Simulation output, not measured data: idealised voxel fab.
The following is a process module called voxel ribs on slabs.
Pictured: cross-section cut, 265 nm wide, on a grid of 5 nm square cells.
We lay out every cross-section as a grid of square cells and spell it out in bands from the top down, where one band means one or more rows of cells.
Heads up on the band format: heights come first, top then bottom, in nm. After that it's the materials left to right, each with its width in nm. A single material flagged "throughout" fills the whole band edge to edge, and "blank" means there's empty space there.
All heights in this document are referenced to 0, defined as the level beneath which the wafer, as received, consists entirely of one material. The lowest band is not bounded below; it extends indefinitely downward and is written in the form "0 -> down".
Width: "30->40" (first number = top row, second number = bottom row, same change from row to row of cells).
"same as before" means the step left every cell of the cross-section as it was.
The list in "Sealed voids" covers empty spaces of 8 cells or more that cannot reach the top through any open way, and it gives each as width x height at distance; the distance is from the left edge, and width, height and distance are in nm.
It should be noted that, on the line of a given step, the content following the step's settings is a remark produced by the simulator itself with respect to that step.
overlay nm: on a step with a mask, how far right of its planned place the mask lay; negative means left.
Process steps foreseen in the plan
- 1: RECEIVE, material Si
- 2: DIRECTIONAL_DEP, material SiO2, thk nm 30
- 3: DIRECTIONAL_DEP, material SiN, thk nm 20
- 4: PATTERN, tone cover, mask id RIB, material resist, width nm 30, thk nm 20, overlay nm 0
- 5: DIRECTIONAL_ETCH, etch materials SiN, depth nm 15
- 6: STRIP, etch materials resist
- 7: MASKED_ETCH, tone cover, mask id SLAB, width nm 90, etch materials SiN, depth nm 5, overlay nm 0
- 8: FILL_DEP, material SiO2, thk nm 25
- 9: CMP, height nm 65
- 10: DIRECTIONAL_DEP, material TiN, thk nm 10
- 11: MASKED_ETCH, tone cover, mask id HEATER, width nm 40, etch materials TiN, depth nm 10, overlay nm 0
- 12: CONFORMAL_DEP, material SiN, thk nm 5
First of the two wafers, run per plan
Wafer cross-section on receipt, i.e. after step 1
  0 -> down = Si throughout
  Sealed voids: none
Wafer xsec, post step 2
  30 -> 0 = SiO2 throughout
  Below 0 it's all the same as before, nothing changed down there.
Wafer xsec, post step 3
  50 -> 30 = SiN throughout
  Below 30 it's all the same as before, nothing changed down there.
Wafer xsec, post step 4
  70 -> 50 = blank (115) | resist (30) | blank (120)
  Below 50 it's all the same as before, nothing changed down there.
Wafer xsec, post step 5
  70 -> 50 = blank (115) | resist (30) | blank (120)
  50 -> 35 = blank (115) | SiN (30) | blank (120)
  Below 35 it's all the same as before, nothing changed down there.
Wafer xsec, post step 6
  50 -> 35 = blank (115) | SiN (30) | blank (120)
  Below 35 it's all the same as before, nothing changed down there.
Wafer xsec, post step 7
  50 -> 35 = blank (115) | SiN (30) | blank (120)
  35 -> 30 = blank (85) | SiN (90) | blank (90)
  Below 30 it's all the same as before, nothing changed down there.
Wafer xsec, post step 8
  75 -> 50 = SiO2 throughout
  50 -> 35 = SiO2 (115) | SiN (30) | SiO2 (120)
  35 -> 30 = SiO2 (85) | SiN (90) | SiO2 (90)
  Below 30 it's all the same as before, nothing changed down there.
Wafer xsec, post step 9
  65 -> 50 = SiO2 throughout
  Below 50 it's all the same as before, nothing changed down there.
Wafer xsec, post step 10
  75 -> 65 = TiN throughout
  Below 65 it's all the same as before, nothing changed down there.
Wafer xsec, post step 11
  75 -> 65 = blank (110) | TiN (40) | blank (115)
  Below 65 it's all the same as before, nothing changed down there.
Wafer xsec, post step 12
  80 -> 75 = blank (105) | SiN (50) | blank (110)
  75 -> 70 = blank (105) | SiN (5) | TiN (40) | SiN (5) | blank (110)
  70 -> 65 = SiN (110) | TiN (40) | SiN (115)
  Below 65 it's all the same as before, nothing changed down there.
Second wafer, same starting state and plan as the first, one mistake in the run, identical through step 10
Cross-sectional view of the second wafer at the intended end time of process step 11
  75 -> 65 = blank (105) | TiN (40) | blank (120)
  Below 65 it's all the same as before, nothing changed down there.
Cross-sectional view of the second wafer at the intended end time of process step 12
  80 -> 75 = blank (100) | SiN (50) | blank (115)
  75 -> 70 = blank (100) | SiN (5) | TiN (40) | SiN (5) | blank (115)
  70 -> 65 = SiN (105) | TiN (40) | SiN (120)
  Below 65 it's all the same as before, nothing changed down there.
What broke from the plan during processing? off-plan run, step 11, actual operation and settings MASKED_ETCH, tone cover, mask id HEATER, width nm 40, etch materials TiN, depth nm 10, overlay nm -5
Final state: per-material cell counts identical on both wafers; locations differ.
